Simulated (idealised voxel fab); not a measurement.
Presented below is a process module, voxel transistor to metal.
160 nm wide, 5 nm square cells: that's cross-section cut.
Notation: cross-section as square-cell grid; stated in bands, top first, going down; one or more cell rows per band.
Look at the band entry: it leads with the top's height and the bottom's height in nm. Then it lists the materials left to right, with a width in nm for each. The word "all across" on a single material says that material fills the band edge to edge. The word "blank" is empty space.
Where do heights start? At 0: under that level the wafer as delivered is made of one material only. And the lowest band has no floor; it just carries on downward, as in "from 0 down".
The width entry "30->40" should be interpreted row by row: the top row of cells in the band takes the first number, the bottom row takes the second number, and the change between adjacent rows is uniform throughout.
"no alteration" means the step left every cell of the cross-section as it was.
Under "Cavities, closed" you'll find the enclosed gaps, the ones with no way out to the top, that are 8 cells or bigger; each reads width x height at distance, with distance counted from the left edge, everything in nm.
Formally, on a step line, whatever follows the settings is a remark that the simulator itself makes on the step.
Each step line may optionally specify "overlay nm", which for a step with a mask gives the rightward distance between the mask's planned place and where it lay, a negative value indicating the leftward direction.
**Process steps (planned)**
| 1 | RECEIVE with material Si |
| 2 | OXIDIZE with depth nm 5 |
| 3 | CONFORMAL_DEP with material SiN, thk nm 15 |
| 4 | DIRECTIONAL_DEP with material aC, thk nm 10 |
| 5 | PATTERN with tone cover, mask id ACTIVE, material resist, width nm 125, thk nm 30, overlay nm 0 |
| 6 | DIRECTIONAL_ETCH with etch materials aC, depth nm 10 |
| 7 | STRIP with etch materials resist |
| 8 | DIRECTIONAL_ETCH with etch materials SiN, depth nm 15 |
| 9 | DIRECTIONAL_ETCH with etch materials SiO2, depth nm 5 |
| 10 | DIRECTIONAL_ETCH with etch materials Si, depth nm 30 |
| 11 | STRIP with etch materials aC |
| 12 | OXIDIZE with depth nm 5 |
| 13 | FILL_DEP with material SiO2, thk nm 15 |
| 14 | CMP with height nm 15 |
| 15 | SELECTIVE_ETCH with etch materials SiO2, depth nm 10 |
| 16 | STRIP with etch materials SiN |
| 17 | SELECTIVE_ETCH with etch materials SiO2, depth nm 5 |
| 18 | OXIDIZE with depth nm 5 |
| 19 | DIRECTIONAL_DEP with material polySi, thk nm 20 |
| 20 | DIRECTIONAL_DEP with material SiCN, thk nm 10 |
| 21 | DIRECTIONAL_DEP with material aC, thk nm 10 |
| 22 | PATTERN with tone cover, mask id GATE, material resist, width nm 25, thk nm 30, overlay nm 0 |
| 23 | DIRECTIONAL_ETCH with etch materials aC, depth nm 10 |
| 24 | STRIP with etch materials resist |
| 25 | DIRECTIONAL_ETCH with etch materials SiCN, depth nm 20 |
| 26 | DIRECTIONAL_ETCH with etch materials polySi, depth nm 30 |
| 27 | STRIP with etch materials aC |
| 28 | CONFORMAL_DEP with material SiO2, thk nm 5 |
| 29 | DIRECTIONAL_ETCH with etch materials SiO2, depth nm 5 |
| 30 | CONFORMAL_DEP with material SiN, thk nm 5 |
| 31 | DIRECTIONAL_ETCH with etch materials SiN, depth nm 5 |
| 32 | DIRECTIONAL_ETCH with etch materials SiO2, depth nm 5 |
| 33 | DIRECTIONAL_ETCH with etch materials Si, depth nm 5 |
| 34 | EPI with material nSi, thk nm 5 |
| 35 | FILL_DEP with material SiO2, thk nm 10 |
| 36 | CMP with height nm 25 |
| 37 | DIRECTIONAL_DEP with material SiO2, thk nm 15 |
| 38 | MASKED_ETCH with tone open, mask id CONTACT, width nm 20, pitch nm 85, etch materials SiO2, depth nm 50, overlay nm 0 |
| 39 | CONFORMAL_DEP with material TiN, thk nm 5 |
| 40 | FILL_DEP with material Ru, thk nm 5 |
| 41 | CMP with height nm 40 |
| 42 | DIRECTIONAL_DEP with material TiN, thk nm 5 |
| 43 | DIRECTIONAL_DEP with material Ru, thk nm 20 |
| 44 | PATTERN with tone cover, mask id METAL_1, material resist, width nm 20, pitch nm 85, thk nm 20, overlay nm 0 |
| 45 | DIRECTIONAL_ETCH with etch materials Ru, depth nm 20 |
| 46 | DIRECTIONAL_ETCH with etch materials TiN, depth nm 5 |
| 47 | STRIP with etch materials resist |
| 48 | CONFORMAL_DEP with material SiN, thk nm 5 |
| 49 | FILL_DEP with material SiO2, thk nm 10 |
| 50 | CMP with height nm 65 |
| 51 | CONFORMAL_DEP with material SiCN, thk nm 5 |
**On the first of the two wafers: run conducted according to plan**
**Wafer as received: cross-section following step 1**
from 0 down  Si all across
Cavities, closed: none
**after step 2**
from 0 to -5  SiO2 all across
Heights below -5 show no change.
**after step 3**
from 15 to 0  SiN all across
Heights below 0 show no change.
**after step 4**
from 25 to 15  aC all across
Heights below 15 show no change.
**after step 5**
from 55 to 25  blank 15 nm / resist 125 nm / blank 20 nm
Heights below 25 show no change.
**after step 6**
from 45 to 25  blank 15 nm / resist 125 nm / blank 20 nm
from 25 to 15  blank 15 nm / aC 125 nm / blank 20 nm
Heights below 15 show no change.
**after step 7**
from 25 to 15  blank 15 nm / aC 125 nm / blank 20 nm
Heights below 15 show no change.
**after step 8**
from 25 to 15  blank 15 nm / aC 125 nm / blank 20 nm
from 15 to 0  blank 15 nm / SiN 125 nm / blank 20 nm
Heights below 0 show no change.
**after step 9**
from 25 to 15  blank 15 nm / aC 125 nm / blank 20 nm
from 15 to 0  blank 15 nm / SiN 125 nm / blank 20 nm
from 0 to -5  blank 15 nm / SiO2 125 nm / blank 20 nm
Heights below -5 show no change.
**after step 10**
from 25 to 15  blank 15 nm / aC 125 nm / blank 20 nm
from 15 to 0  blank 15 nm / SiN 125 nm / blank 20 nm
from 0 to -5  blank 15 nm / SiO2 125 nm / blank 20 nm
from -5 to -35  blank 15 nm / Si 125 nm / blank 20 nm
Heights below -35 show no change.
**after step 11**
from 15 to 0  blank 15 nm / SiN 125 nm / blank 20 nm
Heights below 0 show no change.
**after step 12**
from 15 to 0  blank 15 nm / SiN 125 nm / blank 20 nm
from 0 to -5  blank 15 nm / SiO2 125 nm / blank 20 nm
from -5 to -35  blank 15 nm / SiO2 5 nm / Si 115 nm / SiO2 5 nm / blank 20 nm
from -35 to -40  SiO2 20 nm / Si 115 nm / SiO2 25 nm
Heights below -40 show no change.
**after step 13**
from 30 to 15  SiO2 all across
from 15 to 0  SiO2 15 nm / SiN 125 nm / SiO2 20 nm
from 0 to -5  SiO2 all across
from -5 to -40  SiO2 20 nm / Si 115 nm / SiO2 25 nm
Heights below -40 show no change.
**after step 14**
from 15 to 0  SiO2 15 nm / SiN 125 nm / SiO2 20 nm
Heights below 0 show no change.
**after step 15**
from 15 to 5  blank 15 nm / SiN 125 nm / blank 20 nm
Heights below 5 show no change.
**after step 16**
from 5 to 0  SiO2 15 nm / blank 125 nm / SiO2 20 nm
Heights below 0 show no change.
**after step 17**
from 0 to -5  SiO2 10 nm / blank 135 nm / SiO2 15 nm
Heights below -5 show no change.
**after step 18**
from 0 to -5  SiO2 10 nm / blank 135 nm / SiO2 15 nm
from -5 to -10  SiO2 all across
Heights below -10 show no change.
**after step 19**
from 20 to 15  polySi 10 nm / blank 135 nm / polySi 15 nm
from 15 to 0  polySi all across
from 0 to -5  SiO2 10 nm / polySi 135 nm / SiO2 15 nm
Heights below -5 show no change.
**after step 20**
from 30 to 25  SiCN 10 nm / blank 135 nm / SiCN 15 nm
from 25 to 20  SiCN all across
from 20 to 15  polySi 10 nm / SiCN 135 nm / polySi 15 nm
Heights below 15 show no change.
**after step 21**
from 40 to 35  aC 10 nm / blank 135 nm / aC 15 nm
from 35 to 30  aC all across
from 30 to 25  SiCN 10 nm / aC 135 nm / SiCN 15 nm
Heights below 25 show no change.
**after step 22**
from 70 to 40  blank 65 nm / resist 25 nm / blank 70 nm
from 40 to 35  aC 10 nm / blank 55 nm / resist 25 nm / blank 55 nm / aC 15 nm
Heights below 35 show no change.
**after step 23**
from 60 to 35  blank 65 nm / resist 25 nm / blank 70 nm
from 35 to 30  blank 65 nm / aC 25 nm / blank 70 nm
from 30 to 25  SiCN 10 nm / blank 55 nm / aC 25 nm / blank 55 nm / SiCN 15 nm
Heights below 25 show no change.
**after step 24**
from 35 to 30  blank 65 nm / aC 25 nm / blank 70 nm
Heights below 30 show no change.
**after step 25**
from 35 to 25  blank 65 nm / aC 25 nm / blank 70 nm
from 25 to 20  blank 65 nm / SiCN 25 nm / blank 70 nm
from 20 to 15  polySi 10 nm / blank 55 nm / SiCN 25 nm / blank 55 nm / polySi 15 nm
Heights below 15 show no change.
**after step 26**
from 35 to 25  blank 65 nm / aC 25 nm / blank 70 nm
from 25 to 15  blank 65 nm / SiCN 25 nm / blank 70 nm
from 15 to 0  blank 65 nm / polySi 25 nm / blank 70 nm
from 0 to -5  SiO2 10 nm / blank 55 nm / polySi 25 nm / blank 55 nm / SiO2 15 nm
Heights below -5 show no change.
**after step 27**
from 25 to 15  blank 65 nm / SiCN 25 nm / blank 70 nm
Heights below 15 show no change.
**after step 28**
from 30 to 25  blank 60 nm / SiO2 35 nm / blank 65 nm
from 25 to 15  blank 60 nm / SiO2 5 nm / SiCN 25 nm / SiO2 5 nm / blank 65 nm
from 15 to 5  blank 60 nm / SiO2 5 nm / polySi 25 nm / SiO2 5 nm / blank 65 nm
from 5 to 0  SiO2 15 nm / blank 45 nm / SiO2 5 nm / polySi 25 nm / SiO2 5 nm / blank 45 nm / SiO2 20 nm
from 0 to -5  SiO2 65 nm / polySi 25 nm / SiO2 70 nm
Heights below -5 show no change.
**after step 29**
from 25 to 15  blank 60 nm / SiO2 5 nm / SiCN 25 nm / SiO2 5 nm / blank 65 nm
from 15 to 0  blank 60 nm / SiO2 5 nm / polySi 25 nm / SiO2 5 nm / blank 65 nm
from 0 to -5  SiO2 15 nm / blank 45 nm / SiO2 5 nm / polySi 25 nm / SiO2 5 nm / blank 45 nm / SiO2 20 nm
Heights below -5 show no change.
**after step 30**
from 30 to 25  blank 55 nm / SiN 45 nm / blank 60 nm
from 25 to 15  blank 55 nm / SiN 5 nm / SiO2 5 nm / SiCN 25 nm / SiO2 5 nm / SiN 5 nm / blank 60 nm
from 15 to 5  blank 55 nm / SiN 5 nm / SiO2 5 nm / polySi 25 nm / SiO2 5 nm / SiN 5 nm / blank 60 nm
from 5 to 0  SiN 20 nm / blank 35 nm / SiN 5 nm / SiO2 5 nm / polySi 25 nm / SiO2 5 nm / SiN 5 nm / blank 35 nm / SiN 25 nm
from 0 to -5  SiO2 15 nm / SiN 45 nm / SiO2 5 nm / polySi 25 nm / SiO2 5 nm / SiN 45 nm / SiO2 20 nm
Heights below -5 show no change.
**after step 31**
from 25 to 15  blank 55 nm / SiN 5 nm / SiO2 5 nm / SiCN 25 nm / SiO2 5 nm / SiN 5 nm / blank 60 nm
from 15 to 0  blank 55 nm / SiN 5 nm / SiO2 5 nm / polySi 25 nm / SiO2 5 nm / SiN 5 nm / blank 60 nm
from 0 to -5  SiO2 15 nm / SiN 5 nm / blank 35 nm / SiN 5 nm / SiO2 5 nm / polySi 25 nm / SiO2 5 nm / SiN 5 nm / blank 35 nm / SiN 5 nm / SiO2 20 nm
Heights below -5 show no change.
**after step 32**
from 25 to 20  blank 55 nm / SiN 5 nm / blank 5 nm / SiCN 25 nm / blank 5 nm / SiN 5 nm / blank 60 nm
from 20 to 15  blank 55 nm / SiN 5 nm / SiO2 5 nm / SiCN 25 nm / SiO2 5 nm / SiN 5 nm / blank 60 nm
from 15 to 0  blank 55 nm / SiN 5 nm / SiO2 5 nm / polySi 25 nm / SiO2 5 nm / SiN 5 nm / blank 60 nm
from 0 to -5  blank 15 nm / SiN 5 nm / blank 35 nm / SiN 5 nm / SiO2 5 nm / polySi 25 nm / SiO2 5 nm / SiN 5 nm / blank 35 nm / SiN 5 nm / blank 20 nm
from -5 to -10  SiO2 20 nm / blank 35 nm / SiO2 45 nm / blank 35 nm / SiO2 25 nm
Heights below -10 show no change.
**after step 33**
from 25 to 20  blank 55 nm / SiN 5 nm / blank 5 nm / SiCN 25 nm / blank 5 nm / SiN 5 nm / blank 60 nm
from 20 to 15  blank 55 nm / SiN 5 nm / SiO2 5 nm / SiCN 25 nm / SiO2 5 nm / SiN 5 nm / blank 60 nm
from 15 to 0  blank 55 nm / SiN 5 nm / SiO2 5 nm / polySi 25 nm / SiO2 5 nm / SiN 5 nm / blank 60 nm
from 0 to -5  blank 15 nm / SiN 5 nm / blank 35 nm / SiN 5 nm / SiO2 5 nm / polySi 25 nm / SiO2 5 nm / SiN 5 nm / blank 35 nm / SiN 5 nm / blank 20 nm
from -5 to -10  SiO2 20 nm / blank 35 nm / SiO2 45 nm / blank 35 nm / SiO2 25 nm
from -10 to -15  SiO2 20 nm / blank 35 nm / Si 45 nm / blank 35 nm / SiO2 25 nm
Heights below -15 show no change.
**after step 34**
from 25 to 20  blank 55 nm / SiN 5 nm / blank 5 nm / SiCN 25 nm / blank 5 nm / SiN 5 nm / blank 60 nm
from 20 to 15  blank 55 nm / SiN 5 nm / SiO2 5 nm / SiCN 25 nm / SiO2 5 nm / SiN 5 nm / blank 60 nm
from 15 to 0  blank 55 nm / SiN 5 nm / SiO2 5 nm / polySi 25 nm / SiO2 5 nm / SiN 5 nm / blank 60 nm
from 0 to -5  blank 15 nm / SiN 5 nm / blank 35 nm / SiN 5 nm / SiO2 5 nm / polySi 25 nm / SiO2 5 nm / SiN 5 nm / blank 35 nm / SiN 5 nm / blank 20 nm
from -5 to -10  SiO2 20 nm / blank 30 nm / nSi 5 nm / SiO2 45 nm / nSi 5 nm / blank 30 nm / SiO2 25 nm
from -10 to -15  SiO2 20 nm / nSi 35 nm / Si 45 nm / nSi 35 nm / SiO2 25 nm
Heights below -15 show no change.
**after step 35**
from 35 to 25  SiO2 all across
from 25 to 15  SiO2 55 nm / SiN 5 nm / SiO2 5 nm / SiCN 25 nm / SiO2 5 nm / SiN 5 nm / SiO2 60 nm
from 15 to 0  SiO2 55 nm / SiN 5 nm / SiO2 5 nm / polySi 25 nm / SiO2 5 nm / SiN 5 nm / SiO2 60 nm
from 0 to -5  SiO2 15 nm / SiN 5 nm / SiO2 35 nm / SiN 5 nm / SiO2 5 nm / polySi 25 nm / SiO2 5 nm / SiN 5 nm / SiO2 35 nm / SiN 5 nm / SiO2 20 nm
from -5 to -10  SiO2 50 nm / nSi 5 nm / SiO2 45 nm / nSi 5 nm / SiO2 55 nm
Heights below -10 show no change.
**after step 36**
from 25 to 15  SiO2 55 nm / SiN 5 nm / SiO2 5 nm / SiCN 25 nm / SiO2 5 nm / SiN 5 nm / SiO2 60 nm
Heights below 15 show no change.
**after step 37**
from 40 to 25  SiO2 all across
Heights below 25 show no change.
**after step 38**
from 40 to 25  SiO2 25 nm / blank 20 nm / SiO2 65 nm / blank 20 nm / SiO2 30 nm
from 25 to 15  SiO2 25 nm / blank 20 nm / SiO2 10 nm / SiN 5 nm / SiO2 5 nm / SiCN 25 nm / SiO2 5 nm / SiN 5 nm / SiO2 10 nm / blank 20 nm / SiO2 30 nm
from 15 to 0  SiO2 25 nm / blank 20 nm / SiO2 10 nm / SiN 5 nm / SiO2 5 nm / polySi 25 nm / SiO2 5 nm / SiN 5 nm / SiO2 10 nm / blank 20 nm / SiO2 30 nm
from 0 to -5  SiO2 15 nm / SiN 5 nm / SiO2 5 nm / blank 20 nm / SiO2 10 nm / SiN 5 nm / SiO2 5 nm / polySi 25 nm / SiO2 5 nm / SiN 5 nm / SiO2 10 nm / blank 20 nm / SiO2 5 nm / SiN 5 nm / SiO2 20 nm
from -5 to -10  SiO2 25 nm / blank 20 nm / SiO2 5 nm / nSi 5 nm / SiO2 45 nm / nSi 5 nm / SiO2 5 nm / blank 20 nm / SiO2 30 nm
Heights below -10 show no change.
**after step 39**
from 45 to 40  TiN 30 nm / blank 10 nm / TiN 75 nm / blank 10 nm / TiN 35 nm
from 40 to 25  SiO2 25 nm / TiN 5 nm / blank 10 nm / TiN 5 nm / SiO2 65 nm / TiN 5 nm / blank 10 nm / TiN 5 nm / SiO2 30 nm
from 25 to 15  SiO2 25 nm / TiN 5 nm / blank 10 nm / TiN 5 nm / SiO2 10 nm / SiN 5 nm / SiO2 5 nm / SiCN 25 nm / SiO2 5 nm / SiN 5 nm / SiO2 10 nm / TiN 5 nm / blank 10 nm / TiN 5 nm / SiO2 30 nm
from 15 to 0  SiO2 25 nm / TiN 5 nm / blank 10 nm / TiN 5 nm / SiO2 10 nm / SiN 5 nm / SiO2 5 nm / polySi 25 nm / SiO2 5 nm / SiN 5 nm / SiO2 10 nm / TiN 5 nm / blank 10 nm / TiN 5 nm / SiO2 30 nm
from 0 to -5  SiO2 15 nm / SiN 5 nm / SiO2 5 nm / TiN 5 nm / blank 10 nm / TiN 5 nm / SiO2 10 nm / SiN 5 nm / SiO2 5 nm / polySi 25 nm / SiO2 5 nm / SiN 5 nm / SiO2 10 nm / TiN 5 nm / blank 10 nm / TiN 5 nm / SiO2 5 nm / SiN 5 nm / SiO2 20 nm
from -5 to -10  SiO2 25 nm / TiN 20 nm / SiO2 5 nm / nSi 5 nm / SiO2 45 nm / nSi 5 nm / SiO2 5 nm / TiN 20 nm / SiO2 30 nm
Heights below -10 show no change.
**after step 40**
from 50 to 45  Ru all across
from 45 to 40  TiN 30 nm / Ru 10 nm / TiN 75 nm / Ru 10 nm / TiN 35 nm
from 40 to 25  SiO2 25 nm / TiN 5 nm / Ru 10 nm / TiN 5 nm / SiO2 65 nm / TiN 5 nm / Ru 10 nm / TiN 5 nm / SiO2 30 nm
from 25 to 15  SiO2 25 nm / TiN 5 nm / Ru 10 nm / TiN 5 nm / SiO2 10 nm / SiN 5 nm / SiO2 5 nm / SiCN 25 nm / SiO2 5 nm / SiN 5 nm / SiO2 10 nm / TiN 5 nm / Ru 10 nm / TiN 5 nm / SiO2 30 nm
from 15 to 0  SiO2 25 nm / TiN 5 nm / Ru 10 nm / TiN 5 nm / SiO2 10 nm / SiN 5 nm / SiO2 5 nm / polySi 25 nm / SiO2 5 nm / SiN 5 nm / SiO2 10 nm / TiN 5 nm / Ru 10 nm / TiN 5 nm / SiO2 30 nm
from 0 to -5  SiO2 15 nm / SiN 5 nm / SiO2 5 nm / TiN 5 nm / Ru 10 nm / TiN 5 nm / SiO2 10 nm / SiN 5 nm / SiO2 5 nm / polySi 25 nm / SiO2 5 nm / SiN 5 nm / SiO2 10 nm / TiN 5 nm / Ru 10 nm / TiN 5 nm / SiO2 5 nm / SiN 5 nm / SiO2 20 nm
Heights below -5 show no change.
**after step 41**
from 40 to 25  SiO2 25 nm / TiN 5 nm / Ru 10 nm / TiN 5 nm / SiO2 65 nm / TiN 5 nm / Ru 10 nm / TiN 5 nm / SiO2 30 nm
Heights below 25 show no change.
**after step 42**
from 45 to 40  TiN all across
Heights below 40 show no change.
**after step 43**
from 65 to 45  Ru all across
Heights below 45 show no change.
**after step 44**
from 85 to 65  blank 25 nm / resist 20 nm / blank 65 nm / resist 20 nm / blank 30 nm
Heights below 65 show no change.
**after step 45**
from 85 to 65  blank 25 nm / resist 20 nm / blank 65 nm / resist 20 nm / blank 30 nm
from 65 to 45  blank 25 nm / Ru 20 nm / blank 65 nm / Ru 20 nm / blank 30 nm
Heights below 45 show no change.
**after step 46**
from 85 to 65  blank 25 nm / resist 20 nm / blank 65 nm / resist 20 nm / blank 30 nm
from 65 to 45  blank 25 nm / Ru 20 nm / blank 65 nm / Ru 20 nm / blank 30 nm
from 45 to 40  blank 25 nm / TiN 20 nm / blank 65 nm / TiN 20 nm / blank 30 nm
Heights below 40 show no change.
**after step 47**
from 65 to 45  blank 25 nm / Ru 20 nm / blank 65 nm / Ru 20 nm / blank 30 nm
Heights below 45 show no change.
**after step 48**
from 70 to 65  blank 20 nm / SiN 30 nm / blank 55 nm / SiN 30 nm / blank 25 nm
from 65 to 45  blank 20 nm / SiN 5 nm / Ru 20 nm / SiN 5 nm / blank 55 nm / SiN 5 nm / Ru 20 nm / SiN 5 nm / blank 25 nm
from 45 to 40  SiN 25 nm / TiN 20 nm / SiN 65 nm / TiN 20 nm / SiN 30 nm
Heights below 40 show no change.
**after step 49**
from 80 to 70  SiO2 all across
from 70 to 65  SiO2 20 nm / SiN 30 nm / SiO2 55 nm / SiN 30 nm / SiO2 25 nm
from 65 to 45  SiO2 20 nm / SiN 5 nm / Ru 20 nm / SiN 5 nm / SiO2 55 nm / SiN 5 nm / Ru 20 nm / SiN 5 nm / SiO2 25 nm
Heights below 45 show no change.
**after step 50**
from 65 to 45  SiO2 20 nm / SiN 5 nm / Ru 20 nm / SiN 5 nm / SiO2 55 nm / SiN 5 nm / Ru 20 nm / SiN 5 nm / SiO2 25 nm
Heights below 45 show no change.
**after step 51**
from 70 to 65  SiCN all across
Heights below 65 show no change.
**Second wafer. Start and plan as for the first. One mistake made in running. Agrees with the first up to and including step 37**
**The second wafer in cross-section, at the planned close of step 38**
from 40 to 25  blank 25 nm / SiO2 20 nm / blank 65 nm / SiO2 20 nm / blank 30 nm
from 25 to 15  blank 25 nm / SiO2 20 nm / blank 10 nm / SiN 5 nm / blank 5 nm / SiCN 25 nm / blank 5 nm / SiN 5 nm / blank 10 nm / SiO2 20 nm / blank 30 nm
from 15 to 0  blank 25 nm / SiO2 20 nm / blank 10 nm / SiN 5 nm / blank 5 nm / polySi 25 nm / blank 5 nm / SiN 5 nm / blank 10 nm / SiO2 20 nm / blank 30 nm
from 0 to -5  blank 15 nm / SiN 5 nm / blank 5 nm / SiO2 20 nm / blank 10 nm / SiN 5 nm / blank 5 nm / polySi 25 nm / blank 5 nm / SiN 5 nm / blank 10 nm / SiO2 20 nm / blank 5 nm / SiN 5 nm / blank 20 nm
from -5 to -10  blank 15 nm / SiO2 5 nm / blank 5 nm / SiO2 20 nm / blank 5 nm / nSi 5 nm / SiO2 5 nm / blank 5 nm / SiO2 25 nm / blank 5 nm / SiO2 5 nm / nSi 5 nm / blank 5 nm / SiO2 20 nm / blank 5 nm / SiO2 5 nm / blank 20 nm
Heights below -10 show no change.
**The second wafer in cross-section, at the planned close of step 39**
from 45 to 40  blank 20 nm / TiN 30 nm / blank 55 nm / TiN 30 nm / blank 25 nm
from 40 to 30  blank 20 nm / TiN 5 nm / SiO2 20 nm / TiN 5 nm / blank 55 nm / TiN 5 nm / SiO2 20 nm / TiN 5 nm / blank 25 nm
from 30 to 25  blank 20 nm / TiN 5 nm / SiO2 20 nm / TiN 65 nm / SiO2 20 nm / TiN 5 nm / blank 25 nm
from 25 to 15  blank 20 nm / TiN 5 nm / SiO2 20 nm / TiN 10 nm / SiN 5 nm / TiN 5 nm / SiCN 25 nm / TiN 5 nm / SiN 5 nm / TiN 10 nm / SiO2 20 nm / TiN 5 nm / blank 25 nm
from 15 to 5  blank 20 nm / TiN 5 nm / SiO2 20 nm / TiN 10 nm / SiN 5 nm / TiN 5 nm / polySi 25 nm / TiN 5 nm / SiN 5 nm / TiN 10 nm / SiO2 20 nm / TiN 5 nm / blank 25 nm
from 5 to 0  blank 10 nm / TiN 15 nm / SiO2 20 nm / TiN 10 nm / SiN 5 nm / TiN 5 nm / polySi 25 nm / TiN 5 nm / SiN 5 nm / TiN 10 nm / SiO2 20 nm / TiN 15 nm / blank 15 nm
from 0 to -5  blank 10 nm / TiN 5 nm / SiN 5 nm / TiN 5 nm / SiO2 20 nm / TiN 10 nm / SiN 5 nm / TiN 5 nm / polySi 25 nm / TiN 5 nm / SiN 5 nm / TiN 10 nm / SiO2 20 nm / TiN 5 nm / SiN 5 nm / TiN 5 nm / blank 15 nm
from -5 to -10  TiN 15 nm / SiO2 5 nm / TiN 5 nm / SiO2 20 nm / TiN 5 nm / nSi 5 nm / SiO2 5 nm / TiN 5 nm / SiO2 25 nm / TiN 5 nm / SiO2 5 nm / nSi 5 nm / TiN 5 nm / SiO2 20 nm / TiN 5 nm / SiO2 5 nm / TiN 20 nm
Heights below -10 show no change.
**The second wafer in cross-section, at the planned close of step 40**
from 50 to 45  Ru all across
from 45 to 40  Ru 20 nm / TiN 30 nm / Ru 55 nm / TiN 30 nm / Ru 25 nm
from 40 to 30  Ru 20 nm / TiN 5 nm / SiO2 20 nm / TiN 5 nm / Ru 55 nm / TiN 5 nm / SiO2 20 nm / TiN 5 nm / Ru 25 nm
from 30 to 25  Ru 20 nm / TiN 5 nm / SiO2 20 nm / TiN 65 nm / SiO2 20 nm / TiN 5 nm / Ru 25 nm
from 25 to 15  Ru 20 nm / TiN 5 nm / SiO2 20 nm / TiN 10 nm / SiN 5 nm / TiN 5 nm / SiCN 25 nm / TiN 5 nm / SiN 5 nm / TiN 10 nm / SiO2 20 nm / TiN 5 nm / Ru 25 nm
from 15 to 5  Ru 20 nm / TiN 5 nm / SiO2 20 nm / TiN 10 nm / SiN 5 nm / TiN 5 nm / polySi 25 nm / TiN 5 nm / SiN 5 nm / TiN 10 nm / SiO2 20 nm / TiN 5 nm / Ru 25 nm
from 5 to 0  Ru 10 nm / TiN 15 nm / SiO2 20 nm / TiN 10 nm / SiN 5 nm / TiN 5 nm / polySi 25 nm / TiN 5 nm / SiN 5 nm / TiN 10 nm / SiO2 20 nm / TiN 15 nm / Ru 15 nm
from 0 to -5  Ru 10 nm / TiN 5 nm / SiN 5 nm / TiN 5 nm / SiO2 20 nm / TiN 10 nm / SiN 5 nm / TiN 5 nm / polySi 25 nm / TiN 5 nm / SiN 5 nm / TiN 10 nm / SiO2 20 nm / TiN 5 nm / SiN 5 nm / TiN 5 nm / Ru 15 nm
Heights below -5 show no change.
**The second wafer in cross-section, at the planned close of step 41**
from 40 to 30  Ru 20 nm / TiN 5 nm / SiO2 20 nm / TiN 5 nm / Ru 55 nm / TiN 5 nm / SiO2 20 nm / TiN 5 nm / Ru 25 nm
Heights below 30 show no change.
**The second wafer in cross-section, at the planned close of step 42**
from 45 to 40  TiN all across
Heights below 40 show no change.
**The second wafer in cross-section, at the planned close of step 43**
from 65 to 45  Ru all across
Heights below 45 show no change.
**The second wafer in cross-section, at the planned close of step 44**
from 85 to 65  blank 25 nm / resist 20 nm / blank 65 nm / resist 20 nm / blank 30 nm
Heights below 65 show no change.
**The second wafer in cross-section, at the planned close of step 45**
from 85 to 65  blank 25 nm / resist 20 nm / blank 65 nm / resist 20 nm / blank 30 nm
from 65 to 45  blank 25 nm / Ru 20 nm / blank 65 nm / Ru 20 nm / blank 30 nm
Heights below 45 show no change.
**The second wafer in cross-section, at the planned close of step 46**
from 85 to 65  blank 25 nm / resist 20 nm / blank 65 nm / resist 20 nm / blank 30 nm
from 65 to 45  blank 25 nm / Ru 20 nm / blank 65 nm / Ru 20 nm / blank 30 nm
from 45 to 40  blank 25 nm / TiN 20 nm / blank 65 nm / TiN 20 nm / blank 30 nm
Heights below 40 show no change.
**The second wafer in cross-section, at the planned close of step 47**
from 65 to 45  blank 25 nm / Ru 20 nm / blank 65 nm / Ru 20 nm / blank 30 nm
Heights below 45 show no change.
**The second wafer in cross-section, at the planned close of step 48**
from 70 to 65  blank 20 nm / SiN 30 nm / blank 55 nm / SiN 30 nm / blank 25 nm
from 65 to 45  blank 20 nm / SiN 5 nm / Ru 20 nm / SiN 5 nm / blank 55 nm / SiN 5 nm / Ru 20 nm / SiN 5 nm / blank 25 nm
from 45 to 40  SiN 25 nm / TiN 20 nm / SiN 65 nm / TiN 20 nm / SiN 30 nm
Heights below 40 show no change.
**The second wafer in cross-section, at the planned close of step 49**
from 80 to 70  SiO2 all across
from 70 to 65  SiO2 20 nm / SiN 30 nm / SiO2 55 nm / SiN 30 nm / SiO2 25 nm
from 65 to 45  SiO2 20 nm / SiN 5 nm / Ru 20 nm / SiN 5 nm / SiO2 55 nm / SiN 5 nm / Ru 20 nm / SiN 5 nm / SiO2 25 nm
Heights below 45 show no change.
**The second wafer in cross-section, at the planned close of step 50**
from 65 to 45  SiO2 20 nm / SiN 5 nm / Ru 20 nm / SiN 5 nm / SiO2 55 nm / SiN 5 nm / Ru 20 nm / SiN 5 nm / SiO2 25 nm
Heights below 45 show no change.
**The second wafer in cross-section, at the planned close of step 51**
from 70 to 65  SiCN all across
Heights below 65 show no change.
Processing error: heads up, step 38 didn't go per plan, it actually ran as MASKED_ETCH with tone cover, mask id CONTACT, width nm 20, pitch nm 85, etch materials SiO2, depth nm 50, overlay nm 0
Materials where the second wafer ends with more or fewer cells than the first: Ru: 59 more; SiO2: 105 fewer; TiN: 46 more
